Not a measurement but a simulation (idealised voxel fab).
The following process module bears the name voxel capacitor over wiring.
For reference, the cross-section in this document is cut, with width 255 nm and square cells of 5 nm.
The cross-sections in this document take the form of a grid made of square cells. They are written out as bands, in order from top to bottom. Each band consists of one or more rows of cells.
The entry gives the band's vertical extent as a top height and a bottom height in nm, then its horizontal make-up as materials from left to right, each with a width in nm. "air" stands for empty space; a single material marked "all across" fills the band edge to edge.
Zero point of the height axis is 0; under it, received wafer = one material. Lowest band: continues down indefinitely, "0 down".
A two-number width, for instance "30->40", indicates that the width is equal to the first number in the top row of the band and to the second number in the bottom row, and that it changes by a constant amount per row of cells.
Step marked "nothing was modified"? Then no cell in the cross-section changed in it.
"Fully enclosed voids" enumerates empty spaces isolated from the top, with no open way to it, that contain at least 8 cells, giving each as width x height at distance from the left edge, all three in nm.
Read whatever lies past the settings on a step's line as the simulator's own remark about the step.
The "overlay nm" setting may appear on a step's line; for a step that uses a mask, it gives how far to the right of its planned position the mask lay, and a negative value indicates the left.
**This section lists the process steps that were planned**
| 1 | RECEIVE [material Si] |
| 2 | CONFORMAL_DEP [material SiO2] [thk nm 15] |
| 3 | CONFORMAL_DEP [material SiCN] [thk nm 5] |
| 4 | DIRECTIONAL_DEP [material lowk] [thk nm 15] |
| 5 | PATTERN [tone open] [mask id METAL_1] [material resist] [width nm 25] [pitch nm 90] [thk nm 15] [overlay nm 0] |
| 6 | DIRECTIONAL_ETCH [etch materials lowk] [depth nm 15] |
| 7 | DIRECTIONAL_ETCH [etch materials SiCN] [depth nm 5] |
| 8 | STRIP [etch materials resist] |
| 9 | CONFORMAL_DEP [material TiN] [thk nm 5] |
| 10 | FILL_DEP [material Cu] [thk nm 5] |
| 11 | CMP [height nm 35] |
| 12 | EPI [material Ru] [thk nm 5] |
| 13 | FILL_DEP [material SiCN] [thk nm 5] |
| 14 | DIRECTIONAL_DEP [material lowk] [thk nm 15] |
| 15 | DIRECTIONAL_DEP [material aC] [thk nm 10] |
| 16 | PATTERN [tone open] [mask id PLUG_1] [material resist] [width nm 15] [thk nm 25] [overlay nm 0] |
| 17 | DIRECTIONAL_ETCH [etch materials aC] [depth nm 10] |
| 18 | STRIP [etch materials resist] |
| 19 | DIRECTIONAL_ETCH [etch materials lowk] [depth nm 15] |
| 20 | DIRECTIONAL_ETCH [etch materials SiCN] [depth nm 5] |
| 21 | STRIP [etch materials aC] |
| 22 | EPI [material Ru] [thk nm 10] |
| 23 | EPI [material Ru] [thk nm 10] |
| 24 | DIRECTIONAL_DEP [material TiN] [thk nm 5] |
| 25 | DIRECTIONAL_DEP [material SiN] [thk nm 5] |
| 26 | DIRECTIONAL_DEP [material TiN] [thk nm 10] |
| 27 | MASKED_ETCH [tone cover] [mask id UPPER_PLATE] [width nm 70] [etch materials TiN] [depth nm 10] [overlay nm 0] |
| 28 | MASKED_ETCH [tone cover] [mask id UPPER_PLATE] [width nm 70] [etch materials SiN] [depth nm 5] [overlay nm 0] |
| 29 | PATTERN [tone cover] [mask id LOWER_PLATE] [material resist] [width nm 80] [thk nm 15] [overlay nm 0] |
| 30 | DIRECTIONAL_ETCH [etch materials TiN] [depth nm 5] |
| 31 | STRIP [etch materials resist] |
| 32 | FILL_DEP [material SiO2] [thk nm 15] |
| 33 | CMP [height nm 90] |
| 34 | PATTERN [tone open] [mask id PLUG_2] [material resist] [width nm 15] [thk nm 15] [overlay nm 0] |
| 35 | DIRECTIONAL_ETCH [etch materials SiO2] [depth nm 10] |
| 36 | STRIP [etch materials resist] |
| 37 | CONFORMAL_DEP [material TiN] [thk nm 5] |
| 38 | FILL_DEP [material W] [thk nm 5] |
| 39 | CMP [height nm 90] |
| 40 | CONFORMAL_DEP [material SiN] [thk nm 5] |
**First wafer out of two, processed as planned**
**As received (post step 1): cross-section**
	0 down  Si all across
	Fully enclosed voids: none
**Wafer section view after processing step 2**
	15 to 0  SiO2 all across
	below 0: unchanged
**Wafer section view after processing step 3**
	20 to 15  SiCN all across
	below 15: unchanged
**Wafer section view after processing step 4**
	35 to 20  lowk all across
	below 20: unchanged
**Wafer section view after processing step 5**
	50 to 35  resist=70 / air=25 / resist=65 / air=25 / resist=70
	below 35: unchanged
**Wafer section view after processing step 6**
	50 to 35  resist=70 / air=25 / resist=65 / air=25 / resist=70
	35 to 20  lowk=70 / air=25 / lowk=65 / air=25 / lowk=70
	below 20: unchanged
**Wafer section view after processing step 7**
	50 to 35  resist=70 / air=25 / resist=65 / air=25 / resist=70
	35 to 20  lowk=70 / air=25 / lowk=65 / air=25 / lowk=70
	20 to 15  SiCN=70 / air=25 / SiCN=65 / air=25 / SiCN=70
	below 15: unchanged
**Wafer section view after processing step 8**
	35 to 20  lowk=70 / air=25 / lowk=65 / air=25 / lowk=70
	below 20: unchanged
**Wafer section view after processing step 9**
	40 to 35  TiN=75 / air=15 / TiN=75 / air=15 / TiN=75
	35 to 20  lowk=70 / TiN=5 / air=15 / TiN=5 / lowk=65 / TiN=5 / air=15 / TiN=5 / lowk=70
	20 to 15  SiCN=70 / TiN=25 / SiCN=65 / TiN=25 / SiCN=70
	below 15: unchanged
**Wafer section view after processing step 10**
	45 to 40  Cu all across
	40 to 35  TiN=75 / Cu=15 / TiN=75 / Cu=15 / TiN=75
	35 to 20  lowk=70 / TiN=5 / Cu=15 / TiN=5 / lowk=65 / TiN=5 / Cu=15 / TiN=5 / lowk=70
	below 20: unchanged
**Wafer section view after processing step 11**
	35 to 20  lowk=70 / TiN=5 / Cu=15 / TiN=5 / lowk=65 / TiN=5 / Cu=15 / TiN=5 / lowk=70
	below 20: unchanged
**Wafer section view after processing step 12**
	40 to 35  air=65 / Ru=35 / air=55 / Ru=35 / air=65
	below 35: unchanged
**Wafer section view after processing step 13**
	45 to 40  SiCN all across
	40 to 35  SiCN=65 / Ru=35 / SiCN=55 / Ru=35 / SiCN=65
	below 35: unchanged
**Wafer section view after processing step 14**
	60 to 45  lowk all across
	below 45: unchanged
**Wafer section view after processing step 15**
	70 to 60  aC all across
	below 60: unchanged
**Wafer section view after processing step 16**
	95 to 70  resist=80 / air=15 / resist=160
	below 70: unchanged
**Wafer section view after processing step 17**
	85 to 70  resist=80 / air=15 / resist=160
	70 to 60  aC=80 / air=15 / aC=160
	below 60: unchanged
**Wafer section view after processing step 18**
	70 to 60  aC=80 / air=15 / aC=160
	below 60: unchanged
**Wafer section view after processing step 19**
	70 to 60  aC=80 / air=15 / aC=160
	60 to 45  lowk=80 / air=15 / lowk=160
	below 45: unchanged
**Wafer section view after processing step 20**
	70 to 60  aC=80 / air=15 / aC=160
	60 to 45  lowk=80 / air=15 / lowk=160
	45 to 40  SiCN=80 / air=15 / SiCN=160
	below 40: unchanged
**Wafer section view after processing step 21**
	60 to 45  lowk=80 / air=15 / lowk=160
	below 45: unchanged
**Wafer section view after processing step 22**
	60 to 50  lowk=80 / air=15 / lowk=160
	50 to 45  lowk=80 / Ru=15 / lowk=160
	45 to 40  SiCN=80 / Ru=15 / SiCN=160
	below 40: unchanged
**Wafer section view after processing step 23**
	60 to 45  lowk=80 / Ru=15 / lowk=160
	below 45: unchanged
**Wafer section view after processing step 24**
	65 to 60  TiN all across
	below 60: unchanged
**Wafer section view after processing step 25**
	70 to 65  SiN all across
	below 65: unchanged
**Wafer section view after processing step 26**
	80 to 70  TiN all across
	below 70: unchanged
**Wafer section view after processing step 27**
	80 to 70  air=80 / TiN=70 / air=105
	below 70: unchanged
**Wafer section view after processing step 28**
	80 to 70  air=80 / TiN=70 / air=105
	70 to 65  air=80 / SiN=70 / air=105
	below 65: unchanged
**Wafer section view after processing step 29**
	95 to 80  air=75 / resist=80 / air=100
	80 to 70  air=75 / resist=5 / TiN=70 / resist=5 / air=100
	70 to 65  air=75 / resist=5 / SiN=70 / resist=5 / air=100
	below 65: unchanged
**Wafer section view after processing step 30**
	95 to 80  air=75 / resist=80 / air=100
	80 to 70  air=75 / resist=5 / TiN=70 / resist=5 / air=100
	70 to 65  air=75 / resist=5 / SiN=70 / resist=5 / air=100
	65 to 60  air=75 / TiN=80 / air=100
	below 60: unchanged
**Wafer section view after processing step 31**
	80 to 70  air=80 / TiN=70 / air=105
	70 to 65  air=80 / SiN=70 / air=105
	below 65: unchanged
**Wafer section view after processing step 32**
	95 to 80  SiO2 all across
	80 to 70  SiO2=80 / TiN=70 / SiO2=105
	70 to 65  SiO2=80 / SiN=70 / SiO2=105
	65 to 60  SiO2=75 / TiN=80 / SiO2=100
	below 60: unchanged
**Wafer section view after processing step 33**
	90 to 80  SiO2 all across
	below 80: unchanged
**Wafer section view after processing step 34**
	105 to 90  resist=90 / air=15 / resist=150
	below 90: unchanged
**Wafer section view after processing step 35**
	105 to 90  resist=90 / air=15 / resist=150
	90 to 80  SiO2=90 / air=15 / SiO2=150
	below 80: unchanged
**Wafer section view after processing step 36**
	90 to 80  SiO2=90 / air=15 / SiO2=150
	below 80: unchanged
**Wafer section view after processing step 37**
	95 to 90  TiN=95 / air=5 / TiN=155
	90 to 85  SiO2=90 / TiN=5 / air=5 / TiN=5 / SiO2=150
	85 to 80  SiO2=90 / TiN=15 / SiO2=150
	below 80: unchanged
**Wafer section view after processing step 38**
	100 to 95  W all across
	95 to 90  TiN=95 / W=5 / TiN=155
	90 to 85  SiO2=90 / TiN=5 / W=5 / TiN=5 / SiO2=150
	below 85: unchanged
**Wafer section view after processing step 39**
	90 to 85  SiO2=90 / TiN=5 / W=5 / TiN=5 / SiO2=150
	below 85: unchanged
**Wafer section view after processing step 40**
	95 to 90  SiN all across
	below 90: unchanged
**Wafer two of two - same starting point, same process plan, one mistake in execution; matches wafer one up to and including step 21**
**Second wafer, cross-section, planned end of step 23**
	60 to 50  lowk=80 / air=15 / lowk=160
	50 to 45  lowk=80 / Ru=15 / lowk=160
	45 to 40  SiCN=80 / Ru=15 / SiCN=160
	below 40: unchanged
**Second wafer, cross-section, planned end of step 24**
	65 to 60  TiN=80 / air=15 / TiN=160
	60 to 55  lowk=80 / air=15 / lowk=160
	55 to 50  lowk=80 / TiN=15 / lowk=160
	below 50: unchanged
**Second wafer, cross-section, planned end of step 25**
	70 to 65  SiN=80 / air=15 / SiN=160
	65 to 60  TiN=80 / air=15 / TiN=160
	60 to 55  lowk=80 / SiN=15 / lowk=160
	below 55: unchanged
**Second wafer, cross-section, planned end of step 26**
	80 to 70  TiN=80 / air=15 / TiN=160
	70 to 65  SiN=80 / TiN=15 / SiN=160
	65 to 60  TiN all across
	below 60: unchanged
**Second wafer, cross-section, planned end of step 27**
	80 to 70  air=95 / TiN=55 / air=105
	below 70: unchanged
**Second wafer, cross-section, planned end of step 28**
	80 to 70  air=95 / TiN=55 / air=105
	70 to 65  air=80 / TiN=15 / SiN=55 / air=105
	below 65: unchanged
**Second wafer, cross-section, planned end of step 29**
	95 to 80  air=75 / resist=80 / air=100
	80 to 70  air=75 / resist=20 / TiN=55 / resist=5 / air=100
	70 to 65  air=75 / resist=5 / TiN=15 / SiN=55 / resist=5 / air=100
	below 65: unchanged
**Second wafer, cross-section, planned end of step 30**
	95 to 80  air=75 / resist=80 / air=100
	80 to 70  air=75 / resist=20 / TiN=55 / resist=5 / air=100
	70 to 65  air=75 / resist=5 / TiN=15 / SiN=55 / resist=5 / air=100
	65 to 60  air=75 / TiN=80 / air=100
	below 60: unchanged
**Second wafer, cross-section, planned end of step 31**
	80 to 70  air=95 / TiN=55 / air=105
	70 to 65  air=80 / TiN=15 / SiN=55 / air=105
	below 65: unchanged
**Second wafer, cross-section, planned end of step 32**
	95 to 80  SiO2 all across
	80 to 70  SiO2=95 / TiN=55 / SiO2=105
	70 to 65  SiO2=80 / TiN=15 / SiN=55 / SiO2=105
	65 to 60  SiO2=75 / TiN=80 / SiO2=100
	below 60: unchanged
**Second wafer, cross-section, planned end of step 33**
	90 to 80  SiO2 all across
	below 80: unchanged
**Second wafer, cross-section, planned end of step 34**
	105 to 90  resist=90 / air=15 / resist=150
	below 90: unchanged
**Second wafer, cross-section, planned end of step 35**
	105 to 90  resist=90 / air=15 / resist=150
	90 to 80  SiO2=90 / air=15 / SiO2=150
	below 80: unchanged
**Second wafer, cross-section, planned end of step 36**
	90 to 80  SiO2=90 / air=15 / SiO2=150
	below 80: unchanged
**Second wafer, cross-section, planned end of step 37**
	95 to 90  TiN=95 / air=5 / TiN=155
	90 to 85  SiO2=90 / TiN=5 / air=5 / TiN=5 / SiO2=150
	85 to 80  SiO2=90 / TiN=15 / SiO2=150
	below 80: unchanged
**Second wafer, cross-section, planned end of step 38**
	100 to 95  W all across
	95 to 90  TiN=95 / W=5 / TiN=155
	90 to 85  SiO2=90 / TiN=5 / W=5 / TiN=5 / SiO2=150
	below 85: unchanged
**Second wafer, cross-section, planned end of step 39**
	90 to 85  SiO2=90 / TiN=5 / W=5 / TiN=5 / SiO2=150
	below 85: unchanged
**Second wafer, cross-section, planned end of step 40**
	95 to 90  SiN all across
	below 90: unchanged
what went wrong: one of the steps 22 and 23, which are indistinguishable from one another, was omitted, and the omitted step cannot be identified
Heads up, by the end the second wafer has more or fewer cells of some materials compared to the first: -6 Ru, +6 SiO2
